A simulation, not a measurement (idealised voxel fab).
process module | voxel capacitor over wiring
cross-section cut | 230 nm wide | cells 5 nm
A cross-section is a grid of square cells, given in bands from the top down. A band is one or more rows of cells.
Each band's line starts with the height of the band's top and of its bottom, in nm. Then come its materials from left to right, each with its width in nm. One material with "throughout" fills the band from edge to edge. "air" is empty space.
Height 0 is the level under which the wafer as received is all one material. The lowest band goes on downwards, as in "0 down".
A width such as "30 to 40" changes by the same amount from each row of cells to the next, from the band's top row to its bottom row.
"no change" after a step means that no cell of the cross-section changed.
closed voids: empty space of 8 cells or more with no open way to the top, each as width x height at its distance from the left edge, in nm
after a step's settings: what the simulator itself notes on the step
overlay nm, on a step with a mask: how far to the right of its planned place the mask lay; to the left if negative
plan
1 op RECEIVE | material Si
2 op CONFORMAL_DEP | material SiO2 | thk nm 10
3 op CONFORMAL_DEP | material SiN | thk nm 5
4 op DIRECTIONAL_DEP | material SiO2 | thk nm 25
5 op DIRECTIONAL_DEP | material aC | thk nm 10
6 op PATTERN | tone open | mask id METAL_1 | material resist | width nm 20 | pitch nm 90 | thk nm 30 | overlay nm 0
7 op DIRECTIONAL_ETCH | etch materials aC | depth nm 10
8 op STRIP | etch materials resist
9 op DIRECTIONAL_ETCH | etch materials SiO2 | depth nm 25
10 op DIRECTIONAL_ETCH | etch materials SiN | depth nm 5
11 op STRIP | etch materials aC
12 op CONFORMAL_DEP | material TiN | thk nm 5
13 op FILL_DEP | material Cu | thk nm 5
14 op CMP | height nm 40
15 op CONFORMAL_DEP | material SiCN | thk nm 5
16 op DIRECTIONAL_DEP | material lowk | thk nm 20
17 op DIRECTIONAL_DEP | material aC | thk nm 10
18 op PATTERN | tone open | mask id PLUG_1 | material resist | width nm 15 | thk nm 25 | overlay nm 0
19 op DIRECTIONAL_ETCH | etch materials aC | depth nm 10
20 op STRIP | etch materials resist
21 op DIRECTIONAL_ETCH | etch materials lowk | depth nm 20
22 op DIRECTIONAL_ETCH | etch materials SiCN | depth nm 5
23 op STRIP | etch materials aC
24 op CONFORMAL_DEP | material TiN | thk nm 5
25 op FILL_DEP | material W | thk nm 10
26 op CMP | height nm 65
27 op DIRECTIONAL_DEP | material TiN | thk nm 10
28 op DIRECTIONAL_DEP | material HfO2 | thk nm 5
29 op DIRECTIONAL_DEP | material TiN | thk nm 5
30 op DIRECTIONAL_DEP | material aC | thk nm 15
31 op PATTERN | tone cover | mask id UPPER_PLATE | material resist | width nm 75 | thk nm 35 | overlay nm 0
32 op DIRECTIONAL_ETCH | etch materials aC | depth nm 15
33 op STRIP | etch materials resist
34 op DIRECTIONAL_ETCH | etch materials TiN | depth nm 5
35 op DIRECTIONAL_ETCH | etch materials HfO2 | depth nm 5
36 op STRIP | etch materials aC
37 op PATTERN | tone cover | mask id LOWER_PLATE | material resist | width nm 85 | thk nm 20 | overlay nm 0
38 op DIRECTIONAL_ETCH | etch materials TiN | depth nm 10
39 op STRIP | etch materials resist
40 op FILL_DEP | material SiO2 | thk nm 15
41 op CMP | height nm 95
42 op MASKED_ETCH | tone open | mask id PLUG_2 | width nm 15 | etch materials SiO2 | depth nm 10 | overlay nm 0
43 op CONFORMAL_DEP | material TiN | thk nm 5
44 op FILL_DEP | material W | thk nm 10
45 op CMP | height nm 95
46 op CONFORMAL_DEP | material SiN | thk nm 5
first wafer, as planned
as received, after step 1
  0 down: Si throughout
  closed voids: none
after step 2
  10 to 0: SiO2 throughout
  below 0: unchanged
after step 3
  15 to 10: SiN throughout
  below 10: unchanged
after step 4
  40 to 15: SiO2 throughout
  below 15: unchanged
after step 5
  50 to 40: aC throughout
  below 40: unchanged
after step 6
  80 to 50: resist 60 | air 20 | resist 70 | air 20 | resist 60
  below 50: unchanged
after step 7
  70 to 50: resist 60 | air 20 | resist 70 | air 20 | resist 60
  50 to 40: aC 60 | air 20 | aC 70 | air 20 | aC 60
  below 40: unchanged
after step 8
  50 to 40: aC 60 | air 20 | aC 70 | air 20 | aC 60
  below 40: unchanged
after step 9
  50 to 40: aC 60 | air 20 | aC 70 | air 20 | aC 60
  40 to 15: SiO2 60 | air 20 | SiO2 70 | air 20 | SiO2 60
  below 15: unchanged
after step 10
  50 to 40: aC 60 | air 20 | aC 70 | air 20 | aC 60
  40 to 15: SiO2 60 | air 20 | SiO2 70 | air 20 | SiO2 60
  15 to 10: SiN 60 | air 20 | SiN 70 | air 20 | SiN 60
  below 10: unchanged
after step 11
  40 to 15: SiO2 60 | air 20 | SiO2 70 | air 20 | SiO2 60
  below 15: unchanged
after step 12
  45 to 40: TiN 65 | air 10 | TiN 80 | air 10 | TiN 65
  40 to 15: SiO2 60 | TiN 5 | air 10 | TiN 5 | SiO2 70 | TiN 5 | air 10 | TiN 5 | SiO2 60
  15 to 10: SiN 60 | TiN 20 | SiN 70 | TiN 20 | SiN 60
  below 10: unchanged
after step 13
  50 to 45: Cu throughout
  45 to 40: TiN 65 | Cu 10 | TiN 80 | Cu 10 | TiN 65
  40 to 15: SiO2 60 | TiN 5 | Cu 10 | TiN 5 | SiO2 70 | TiN 5 | Cu 10 | TiN 5 | SiO2 60
  below 15: unchanged
after step 14
  40 to 15: SiO2 60 | TiN 5 | Cu 10 | TiN 5 | SiO2 70 | TiN 5 | Cu 10 | TiN 5 | SiO2 60
  below 15: unchanged
after step 15
  45 to 40: SiCN throughout
  below 40: unchanged
after step 16
  65 to 45: lowk throughout
  below 45: unchanged
after step 17
  75 to 65: aC throughout
  below 65: unchanged
after step 18
  100 to 75: resist 65 | air 15 | resist 150
  below 75: unchanged
after step 19
  90 to 75: resist 65 | air 15 | resist 150
  75 to 65: aC 65 | air 15 | aC 150
  below 65: unchanged
after step 20
  75 to 65: aC 65 | air 15 | aC 150
  below 65: unchanged
after step 21
  75 to 65: aC 65 | air 15 | aC 150
  65 to 45: lowk 65 | air 15 | lowk 150
  below 45: unchanged
after step 22
  75 to 65: aC 65 | air 15 | aC 150
  65 to 45: lowk 65 | air 15 | lowk 150
  45 to 40: SiCN 65 | air 15 | SiCN 150
  below 40: unchanged
after step 23
  65 to 45: lowk 65 | air 15 | lowk 150
  below 45: unchanged
after step 24
  70 to 65: TiN 70 | air 5 | TiN 155
  65 to 45: lowk 65 | TiN 5 | air 5 | TiN 5 | lowk 150
  45 to 40: SiCN 65 | TiN 15 | SiCN 150
  below 40: unchanged
after step 25
  80 to 70: W throughout
  70 to 65: TiN 70 | W 5 | TiN 155
  65 to 45: lowk 65 | TiN 5 | W 5 | TiN 5 | lowk 150
  below 45: unchanged
after step 26
  65 to 45: lowk 65 | TiN 5 | W 5 | TiN 5 | lowk 150
  below 45: unchanged
after step 27
  75 to 65: TiN throughout
  below 65: unchanged
after step 28
  80 to 75: HfO2 throughout
  below 75: unchanged
after step 29
  85 to 80: TiN throughout
  below 80: unchanged
after step 30
  100 to 85: aC throughout
  below 85: unchanged
after step 31
  135 to 100: air 65 | resist 75 | air 90
  below 100: unchanged
after step 32
  120 to 100: air 65 | resist 75 | air 90
  100 to 85: air 65 | aC 75 | air 90
  below 85: unchanged
after step 33
  100 to 85: air 65 | aC 75 | air 90
  below 85: unchanged
after step 34
  100 to 85: air 65 | aC 75 | air 90
  85 to 80: air 65 | TiN 75 | air 90
  below 80: unchanged
after step 35
  100 to 85: air 65 | aC 75 | air 90
  85 to 80: air 65 | TiN 75 | air 90
  80 to 75: air 65 | HfO2 75 | air 90
  below 75: unchanged
after step 36
  85 to 80: air 65 | TiN 75 | air 90
  below 80: unchanged
after step 37
  105 to 85: air 60 | resist 85 | air 85
  85 to 80: air 60 | resist 5 | TiN 75 | resist 5 | air 85
  80 to 75: air 60 | resist 5 | HfO2 75 | resist 5 | air 85
  below 75: unchanged
after step 38
  105 to 85: air 60 | resist 85 | air 85
  85 to 80: air 60 | resist 5 | TiN 75 | resist 5 | air 85
  80 to 75: air 60 | resist 5 | HfO2 75 | resist 5 | air 85
  75 to 65: air 60 | TiN 85 | air 85
  below 65: unchanged
after step 39
  85 to 80: air 65 | TiN 75 | air 90
  80 to 75: air 65 | HfO2 75 | air 90
  below 75: unchanged
after step 40
  100 to 85: SiO2 throughout
  85 to 80: SiO2 65 | TiN 75 | SiO2 90
  80 to 75: SiO2 65 | HfO2 75 | SiO2 90
  75 to 65: SiO2 60 | TiN 85 | SiO2 85
  below 65: unchanged
after step 41
  95 to 85: SiO2 throughout
  below 85: unchanged
after step 42
  95 to 85: SiO2 75 | air 15 | SiO2 140
  below 85: unchanged
after step 43
  100 to 95: TiN 80 | air 5 | TiN 145
  95 to 90: SiO2 75 | TiN 5 | air 5 | TiN 5 | SiO2 140
  90 to 80: SiO2 75 to 65 | TiN 15 to 75 | SiO2 140 to 90
  below 80: unchanged
after step 44
  110 to 100: W throughout
  100 to 95: TiN 80 | W 5 | TiN 145
  95 to 90: SiO2 75 | TiN 5 | W 5 | TiN 5 | SiO2 140
  below 90: unchanged
after step 45
  95 to 90: SiO2 75 | TiN 5 | W 5 | TiN 5 | SiO2 140
  below 90: unchanged
after step 46
  100 to 95: SiN throughout
  below 95: unchanged
second wafer: like start, like plan, one mistake. Through step 5 it matches the first wafer
when step 6 should have ended
  80 to 50: resist 55 | air 20 | resist 70 | air 20 | resist 65
  below 50: unchanged
when step 7 should have ended
  70 to 50: resist 55 | air 20 | resist 70 | air 20 | resist 65
  50 to 40: aC 55 | air 20 | aC 70 | air 20 | aC 65
  below 40: unchanged
when step 8 should have ended
  50 to 40: aC 55 | air 20 | aC 70 | air 20 | aC 65
  below 40: unchanged
when step 9 should have ended
  50 to 40: aC 55 | air 20 | aC 70 | air 20 | aC 65
  40 to 15: SiO2 55 | air 20 | SiO2 70 | air 20 | SiO2 65
  below 15: unchanged
when step 10 should have ended
  50 to 40: aC 55 | air 20 | aC 70 | air 20 | aC 65
  40 to 15: SiO2 55 | air 20 | SiO2 70 | air 20 | SiO2 65
  15 to 10: SiN 55 | air 20 | SiN 70 | air 20 | SiN 65
  below 10: unchanged
when step 11 should have ended
  40 to 15: SiO2 55 | air 20 | SiO2 70 | air 20 | SiO2 65
  below 15: unchanged
when step 12 should have ended
  45 to 40: TiN 60 | air 10 | TiN 80 | air 10 | TiN 70
  40 to 15: SiO2 55 | TiN 5 | air 10 | TiN 5 | SiO2 70 | TiN 5 | air 10 | TiN 5 | SiO2 65
  15 to 10: SiN 55 | TiN 20 | SiN 70 | TiN 20 | SiN 65
  below 10: unchanged
when step 13 should have ended
  50 to 45: Cu throughout
  45 to 40: TiN 60 | Cu 10 | TiN 80 | Cu 10 | TiN 70
  40 to 15: SiO2 55 | TiN 5 | Cu 10 | TiN 5 | SiO2 70 | TiN 5 | Cu 10 | TiN 5 | SiO2 65
  below 15: unchanged
when step 14 should have ended
  40 to 15: SiO2 55 | TiN 5 | Cu 10 | TiN 5 | SiO2 70 | TiN 5 | Cu 10 | TiN 5 | SiO2 65
  below 15: unchanged
when step 15 should have ended
  45 to 40: SiCN throughout
  below 40: unchanged
when step 16 should have ended
  65 to 45: lowk throughout
  below 45: unchanged
when step 17 should have ended
  75 to 65: aC throughout
  below 65: unchanged
when step 18 should have ended
  100 to 75: resist 65 | air 15 | resist 150
  below 75: unchanged
when step 19 should have ended
  90 to 75: resist 65 | air 15 | resist 150
  75 to 65: aC 65 | air 15 | aC 150
  below 65: unchanged
when step 20 should have ended
  75 to 65: aC 65 | air 15 | aC 150
  below 65: unchanged
when step 21 should have ended
  75 to 65: aC 65 | air 15 | aC 150
  65 to 45: lowk 65 | air 15 | lowk 150
  below 45: unchanged
when step 22 should have ended
  75 to 65: aC 65 | air 15 | aC 150
  65 to 45: lowk 65 | air 15 | lowk 150
  45 to 40: SiCN 65 | air 15 | SiCN 150
  below 40: unchanged
when step 23 should have ended
  65 to 45: lowk 65 | air 15 | lowk 150
  below 45: unchanged
when step 24 should have ended
  70 to 65: TiN 70 | air 5 | TiN 155
  65 to 45: lowk 65 | TiN 5 | air 5 | TiN 5 | lowk 150
  45 to 40: SiCN 65 | TiN 15 | SiCN 150
  below 40: unchanged
when step 25 should have ended
  80 to 70: W throughout
  70 to 65: TiN 70 | W 5 | TiN 155
  65 to 45: lowk 65 | TiN 5 | W 5 | TiN 5 | lowk 150
  below 45: unchanged
when step 26 should have ended
  65 to 45: lowk 65 | TiN 5 | W 5 | TiN 5 | lowk 150
  below 45: unchanged
when step 27 should have ended
  75 to 65: TiN throughout
  below 65: unchanged
when step 28 should have ended
  80 to 75: HfO2 throughout
  below 75: unchanged
when step 29 should have ended
  85 to 80: TiN throughout
  below 80: unchanged
when step 30 should have ended
  100 to 85: aC throughout
  below 85: unchanged
when step 31 should have ended
  135 to 100: air 65 | resist 75 | air 90
  below 100: unchanged
when step 32 should have ended
  120 to 100: air 65 | resist 75 | air 90
  100 to 85: air 65 | aC 75 | air 90
  below 85: unchanged
when step 33 should have ended
  100 to 85: air 65 | aC 75 | air 90
  below 85: unchanged
when step 34 should have ended
  100 to 85: air 65 | aC 75 | air 90
  85 to 80: air 65 | TiN 75 | air 90
  below 80: unchanged
when step 35 should have ended
  100 to 85: air 65 | aC 75 | air 90
  85 to 80: air 65 | TiN 75 | air 90
  80 to 75: air 65 | HfO2 75 | air 90
  below 75: unchanged
when step 36 should have ended
  85 to 80: air 65 | TiN 75 | air 90
  below 80: unchanged
when step 37 should have ended
  105 to 85: air 60 | resist 85 | air 85
  85 to 80: air 60 | resist 5 | TiN 75 | resist 5 | air 85
  80 to 75: air 60 | resist 5 | HfO2 75 | resist 5 | air 85
  below 75: unchanged
when step 38 should have ended
  105 to 85: air 60 | resist 85 | air 85
  85 to 80: air 60 | resist 5 | TiN 75 | resist 5 | air 85
  80 to 75: air 60 | resist 5 | HfO2 75 | resist 5 | air 85
  75 to 65: air 60 | TiN 85 | air 85
  below 65: unchanged
when step 39 should have ended
  85 to 80: air 65 | TiN 75 | air 90
  80 to 75: air 65 | HfO2 75 | air 90
  below 75: unchanged
when step 40 should have ended
  100 to 85: SiO2 throughout
  85 to 80: SiO2 65 | TiN 75 | SiO2 90
  80 to 75: SiO2 65 | HfO2 75 | SiO2 90
  75 to 65: SiO2 60 | TiN 85 | SiO2 85
  below 65: unchanged
when step 41 should have ended
  95 to 85: SiO2 throughout
  below 85: unchanged
when step 42 should have ended
  95 to 85: SiO2 75 | air 15 | SiO2 140
  below 85: unchanged
when step 43 should have ended
  100 to 95: TiN 80 | air 5 | TiN 145
  95 to 90: SiO2 75 | TiN 5 | air 5 | TiN 5 | SiO2 140
  90 to 80: SiO2 75 to 65 | TiN 15 to 75 | SiO2 140 to 90
  below 80: unchanged
when step 44 should have ended
  110 to 100: W throughout
  100 to 95: TiN 80 | W 5 | TiN 145
  95 to 90: SiO2 75 | TiN 5 | W 5 | TiN 5 | SiO2 140
  below 90: unchanged
when step 45 should have ended
  95 to 90: SiO2 75 | TiN 5 | W 5 | TiN 5 | SiO2 140
  below 90: unchanged
when step 46 should have ended
  100 to 95: SiN throughout
  below 95: unchanged
what went wrong: step 6 ran as: op PATTERN | tone open | mask id METAL_1 | material resist | width nm 20 | pitch nm 90 | thk nm 30 | overlay nm -5
at the end the second wafer has, in cells: as many of each material as the first, in other places
